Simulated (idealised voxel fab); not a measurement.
The process module that follows is named voxel self aligned contacts.
Xsec cut, 200 nm wide, square cell size 5 nm.
Just so we're on the same page, the cross-sections are grids of square cells, and they're listed out in bands top to bottom, each band one or more rows deep.
Band: top height; bottom height; in nm. Then, left to right: material with width in nm, for each material. "full width": a single material spanning edge to edge. "blank": empty space.
We count height from 0. Below that, the starting wafer is all one material. The lowest band never ends at the bottom but goes on down; see "0 nm and below" for how that is written.
With a width like "30..40", each row of cells in the band differs from the next by the same amount, the top row carrying the first number and the bottom row the second.
Where a step carries "nothing changed", the cross-section came out of it unchanged, cell for cell.
Reported under the label "Entrapped void list" are the empty spaces having no open way to the top and comprising 8 cells or more; the notation for each is width x height at distance, in which the distance is measured from the left edge and all three values are in nm.
Read whatever lies past the settings on a step's line as the simulator's own remark about the step.
If you see "overlay nm" on a step's line and that step has a mask, it's telling you how far right of where it was planned the mask ended up; a negative number means it went left instead.

# These are the steps we planned for the process
1: op RECEIVE | material Si
2: op CONFORMAL_DEP | material SiO2 | thk nm 5
3: op DIRECTIONAL_DEP | material polySi | thk nm 30
4: op DIRECTIONAL_DEP | material SiN | thk nm 20
5: op DIRECTIONAL_DEP | material aC | thk nm 15
6: op PATTERN | tone cover | mask id GATE | material resist | width nm 25 | pitch nm 60 | thk nm 30 | overlay nm 0
7: op DIRECTIONAL_ETCH | etch materials aC | depth nm 15
8: op STRIP | etch materials resist
9: op DIRECTIONAL_ETCH | etch materials SiN | depth nm 20
10: op DIRECTIONAL_ETCH | etch materials polySi | depth nm 30
11: op STRIP | etch materials aC
12: op CONFORMAL_DEP | material SiN | thk nm 10
13: op DIRECTIONAL_ETCH | etch materials SiN | depth nm 10
14: op FILL_DEP | material SiO2 | thk nm 15
15: op CMP | height nm 60
16: op MASKED_ETCH | tone open | mask id CONTACT | width nm 45 | etch materials SiO2 | depth nm 60 | overlay nm 0
17: op CONFORMAL_DEP | material TiN | thk nm 5
18: op FILL_DEP | material Ru | thk nm 5
19: op CMP | height nm 60
20: op CONFORMAL_DEP | material SiN | thk nm 5

# First wafer of two (run as planned)

# Cross-section, incoming material, after step 1
- 0 nm and below: Si full width
- Entrapped void list: none

# Cross-section through the wafer, step 2 finished
- 5 nm to 0 nm: SiO2 full width
- At heights below 0, the structure remains unaltered.

# Cross-section through the wafer, step 3 finished
- 35 nm to 5 nm: polySi full width
- At heights below 5, the structure remains unaltered.

# Cross-section through the wafer, step 4 finished
- 55 nm to 35 nm: SiN full width
- At heights below 35, the structure remains unaltered.

# Cross-section through the wafer, step 5 finished
- 70 nm to 55 nm: aC full width
- At heights below 55, the structure remains unaltered.

# Cross-section through the wafer, step 6 finished
- 100 nm to 70 nm: 55 of blank, then 25 of resist, then 35 of blank, then 25 of resist, then 60 of blank
- At heights below 70, the structure remains unaltered.

# Cross-section through the wafer, step 7 finished
- 85 nm to 70 nm: 55 of blank, then 25 of resist, then 35 of blank, then 25 of resist, then 60 of blank
- 70 nm to 55 nm: 55 of blank, then 25 of aC, then 35 of blank, then 25 of aC, then 60 of blank
- At heights below 55, the structure remains unaltered.

# Cross-section through the wafer, step 8 finished
- 70 nm to 55 nm: 55 of blank, then 25 of aC, then 35 of blank, then 25 of aC, then 60 of blank
- At heights below 55, the structure remains unaltered.

# Cross-section through the wafer, step 9 finished
- 70 nm to 55 nm: 55 of blank, then 25 of aC, then 35 of blank, then 25 of aC, then 60 of blank
- 55 nm to 35 nm: 55 of blank, then 25 of SiN, then 35 of blank, then 25 of SiN, then 60 of blank
- At heights below 35, the structure remains unaltered.

# Cross-section through the wafer, step 10 finished
- 70 nm to 55 nm: 55 of blank, then 25 of aC, then 35 of blank, then 25 of aC, then 60 of blank
- 55 nm to 35 nm: 55 of blank, then 25 of SiN, then 35 of blank, then 25 of SiN, then 60 of blank
- 35 nm to 5 nm: 55 of blank, then 25 of polySi, then 35 of blank, then 25 of polySi, then 60 of blank
- At heights below 5, the structure remains unaltered.

# Cross-section through the wafer, step 11 finished
- 55 nm to 35 nm: 55 of blank, then 25 of SiN, then 35 of blank, then 25 of SiN, then 60 of blank
- At heights below 35, the structure remains unaltered.

# Cross-section through the wafer, step 12 finished
- 65 nm to 35 nm: 45 of blank, then 45 of SiN, then 15 of blank, then 45 of SiN, then 50 of blank
- 35 nm to 15 nm: 45 of blank, then 10 of SiN, then 25 of polySi, then 10 of SiN, then 15 of blank, then 10 of SiN, then 25 of polySi, then 10 of SiN, then 50 of blank
- 15 nm to 5 nm: 55 of SiN, then 25 of polySi, then 35 of SiN, then 25 of polySi, then 60 of SiN
- At heights below 5, the structure remains unaltered.

# Cross-section through the wafer, step 13 finished
- 55 nm to 35 nm: 45 of blank, then 45 of SiN, then 15 of blank, then 45 of SiN, then 50 of blank
- 35 nm to 5 nm: 45 of blank, then 10 of SiN, then 25 of polySi, then 10 of SiN, then 15 of blank, then 10 of SiN, then 25 of polySi, then 10 of SiN, then 50 of blank
- At heights below 5, the structure remains unaltered.

# Cross-section through the wafer, step 14 finished
- 70 nm to 55 nm: SiO2 full width
- 55 nm to 35 nm: 45 of SiO2, then 45 of SiN, then 15 of SiO2, then 45 of SiN, then 50 of SiO2
- 35 nm to 5 nm: 45 of SiO2, then 10 of SiN, then 25 of polySi, then 10 of SiN, then 15 of SiO2, then 10 of SiN, then 25 of polySi, then 10 of SiN, then 50 of SiO2
- At heights below 5, the structure remains unaltered.

# Cross-section through the wafer, step 15 finished
- 60 nm to 55 nm: SiO2 full width
- At heights below 55, the structure remains unaltered.

# Cross-section through the wafer, step 16 finished
- 60 nm to 55 nm: 75 of SiO2, then 45 of blank, then 80 of SiO2
- 55 nm to 35 nm: 45 of SiO2, then 45 of SiN, then 15 of blank, then 45 of SiN, then 50 of SiO2
- 35 nm to 5 nm: 45 of SiO2, then 10 of SiN, then 25 of polySi, then 10 of SiN, then 15 of blank, then 10 of SiN, then 25 of polySi, then 10 of SiN, then 50 of SiO2
- 5 nm to 0 nm: 90 of SiO2, then 15 of blank, then 95 of SiO2
- At heights below 0, the structure remains unaltered.

# Cross-section through the wafer, step 17 finished
- 65 nm to 60 nm: 80 of TiN, then 35 of blank, then 85 of TiN
- 60 nm to 55 nm: 75 of SiO2, then 20 of TiN, then 5 of blank, then 20 of TiN, then 80 of SiO2
- 55 nm to 35 nm: 45 of SiO2, then 45 of SiN, then 5 of TiN, then 5 of blank, then 5 of TiN, then 45 of SiN, then 50 of SiO2
- 35 nm to 5 nm: 45 of SiO2, then 10 of SiN, then 25 of polySi, then 10 of SiN, then 5 of TiN, then 5 of blank, then 5 of TiN, then 10 of SiN, then 25 of polySi, then 10 of SiN, then 50 of SiO2
- 5 nm to 0 nm: 90 of SiO2, then 15 of TiN, then 95 of SiO2
- At heights below 0, the structure remains unaltered.

# Cross-section through the wafer, step 18 finished
- 70 nm to 65 nm: Ru full width
- 65 nm to 60 nm: 80 of TiN, then 35 of Ru, then 85 of TiN
- 60 nm to 55 nm: 75 of SiO2, then 20 of TiN, then 5 of Ru, then 20 of TiN, then 80 of SiO2
- 55 nm to 35 nm: 45 of SiO2, then 45 of SiN, then 5 of TiN, then 5 of Ru, then 5 of TiN, then 45 of SiN, then 50 of SiO2
- 35 nm to 5 nm: 45 of SiO2, then 10 of SiN, then 25 of polySi, then 10 of SiN, then 5 of TiN, then 5 of Ru, then 5 of TiN, then 10 of SiN, then 25 of polySi, then 10 of SiN, then 50 of SiO2
- At heights below 5, the structure remains unaltered.

# Cross-section through the wafer, step 19 finished
- 60 nm to 55 nm: 75 of SiO2, then 20 of TiN, then 5 of Ru, then 20 of TiN, then 80 of SiO2
- At heights below 55, the structure remains unaltered.

# Cross-section through the wafer, step 20 finished
- 65 nm to 60 nm: SiN full width
- At heights below 60, the structure remains unaltered.

# What follows concerns the second wafer, which started out like the first and was meant to follow the very same plan; one mistake crept in when it was run, but everything up to and including step 5 is the same as for the first wafer

# Second wafer, sectioned view, at step 6's planned end time
- 100 nm to 70 nm: 60 of blank, then 20 of resist, then 40 of blank, then 20 of resist, then 60 of blank
- At heights below 70, the structure remains unaltered.

# Second wafer, sectioned view, at step 7's planned end time
- 85 nm to 70 nm: 60 of blank, then 20 of resist, then 40 of blank, then 20 of resist, then 60 of blank
- 70 nm to 55 nm: 60 of blank, then 20 of aC, then 40 of blank, then 20 of aC, then 60 of blank
- At heights below 55, the structure remains unaltered.

# Second wafer, sectioned view, at step 8's planned end time
- 70 nm to 55 nm: 60 of blank, then 20 of aC, then 40 of blank, then 20 of aC, then 60 of blank
- At heights below 55, the structure remains unaltered.

# Second wafer, sectioned view, at step 9's planned end time
- 70 nm to 55 nm: 60 of blank, then 20 of aC, then 40 of blank, then 20 of aC, then 60 of blank
- 55 nm to 35 nm: 60 of blank, then 20 of SiN, then 40 of blank, then 20 of SiN, then 60 of blank
- At heights below 35, the structure remains unaltered.

# Second wafer, sectioned view, at step 10's planned end time
- 70 nm to 55 nm: 60 of blank, then 20 of aC, then 40 of blank, then 20 of aC, then 60 of blank
- 55 nm to 35 nm: 60 of blank, then 20 of SiN, then 40 of blank, then 20 of SiN, then 60 of blank
- 35 nm to 5 nm: 60 of blank, then 20 of polySi, then 40 of blank, then 20 of polySi, then 60 of blank
- At heights below 5, the structure remains unaltered.

# Second wafer, sectioned view, at step 11's planned end time
- 55 nm to 35 nm: 60 of blank, then 20 of SiN, then 40 of blank, then 20 of SiN, then 60 of blank
- At heights below 35, the structure remains unaltered.

# Second wafer, sectioned view, at step 12's planned end time
- 65 nm to 35 nm: 50 of blank, then 40 of SiN, then 20 of blank, then 40 of SiN, then 50 of blank
- 35 nm to 15 nm: 50 of blank, then 10 of SiN, then 20 of polySi, then 10 of SiN, then 20 of blank, then 10 of SiN, then 20 of polySi, then 10 of SiN, then 50 of blank
- 15 nm to 5 nm: 60 of SiN, then 20 of polySi, then 40 of SiN, then 20 of polySi, then 60 of SiN
- At heights below 5, the structure remains unaltered.

# Second wafer, sectioned view, at step 13's planned end time
- 55 nm to 35 nm: 50 of blank, then 40 of SiN, then 20 of blank, then 40 of SiN, then 50 of blank
- 35 nm to 5 nm: 50 of blank, then 10 of SiN, then 20 of polySi, then 10 of SiN, then 20 of blank, then 10 of SiN, then 20 of polySi, then 10 of SiN, then 50 of blank
- At heights below 5, the structure remains unaltered.

# Second wafer, sectioned view, at step 14's planned end time
- 70 nm to 55 nm: SiO2 full width
- 55 nm to 35 nm: 50 of SiO2, then 40 of SiN, then 20 of SiO2, then 40 of SiN, then 50 of SiO2
- 35 nm to 5 nm: 50 of SiO2, then 10 of SiN, then 20 of polySi, then 10 of SiN, then 20 of SiO2, then 10 of SiN, then 20 of polySi, then 10 of SiN, then 50 of SiO2
- At heights below 5, the structure remains unaltered.

# Second wafer, sectioned view, at step 15's planned end time
- 60 nm to 55 nm: SiO2 full width
- At heights below 55, the structure remains unaltered.

# Second wafer, sectioned view, at step 16's planned end time
- 60 nm to 55 nm: 75 of SiO2, then 45 of blank, then 80 of SiO2
- 55 nm to 35 nm: 50 of SiO2, then 40 of SiN, then 20 of blank, then 40 of SiN, then 50 of SiO2
- 35 nm to 5 nm: 50 of SiO2, then 10 of SiN, then 20 of polySi, then 10 of SiN, then 20 of blank, then 10 of SiN, then 20 of polySi, then 10 of SiN, then 50 of SiO2
- 5 nm to 0 nm: 90 of SiO2, then 20 of blank, then 90 of SiO2
- At heights below 0, the structure remains unaltered.

# Second wafer, sectioned view, at step 17's planned end time
- 65 nm to 60 nm: 80 of TiN, then 35 of blank, then 85 of TiN
- 60 nm to 55 nm: 75 of SiO2, then 20 of TiN, then 10 of blank, then 15 of TiN, then 80 of SiO2
- 55 nm to 35 nm: 50 of SiO2, then 40 of SiN, then 5 of TiN, then 10 of blank, then 5 of TiN, then 40 of SiN, then 50 of SiO2
- 35 nm to 5 nm: 50 of SiO2, then 10 of SiN, then 20 of polySi, then 10 of SiN, then 5 of TiN, then 10 of blank, then 5 of TiN, then 10 of SiN, then 20 of polySi, then 10 of SiN, then 50 of SiO2
- 5 nm to 0 nm: 90 of SiO2, then 20 of TiN, then 90 of SiO2
- At heights below 0, the structure remains unaltered.

# Second wafer, sectioned view, at step 18's planned end time
- 70 nm to 65 nm: Ru full width
- 65 nm to 60 nm: 80 of TiN, then 35 of Ru, then 85 of TiN
- 60 nm to 55 nm: 75 of SiO2, then 20 of TiN, then 10 of Ru, then 15 of TiN, then 80 of SiO2
- 55 nm to 35 nm: 50 of SiO2, then 40 of SiN, then 5 of TiN, then 10 of Ru, then 5 of TiN, then 40 of SiN, then 50 of SiO2
- 35 nm to 5 nm: 50 of SiO2, then 10 of SiN, then 20 of polySi, then 10 of SiN, then 5 of TiN, then 10 of Ru, then 5 of TiN, then 10 of SiN, then 20 of polySi, then 10 of SiN, then 50 of SiO2
- At heights below 5, the structure remains unaltered.

# Second wafer, sectioned view, at step 19's planned end time
- 60 nm to 55 nm: 75 of SiO2, then 20 of TiN, then 10 of Ru, then 15 of TiN, then 80 of SiO2
- At heights below 55, the structure remains unaltered.

# Second wafer, sectioned view, at step 20's planned end time
- 65 nm to 60 nm: SiN full width
- At heights below 60, the structure remains unaltered.
Where did the run depart from the plan? step 6 off recipe, ran as op PATTERN | tone cover | mask id GATE | material resist | width nm 20 | pitch nm 60 | thk nm 30 | overlay nm 0
Final tally in cells, some materials are higher or lower on the second wafer than on the first: Ru: 11 more, SiN: 8 fewer, SiO2: 9 more, polySi: 12 fewer
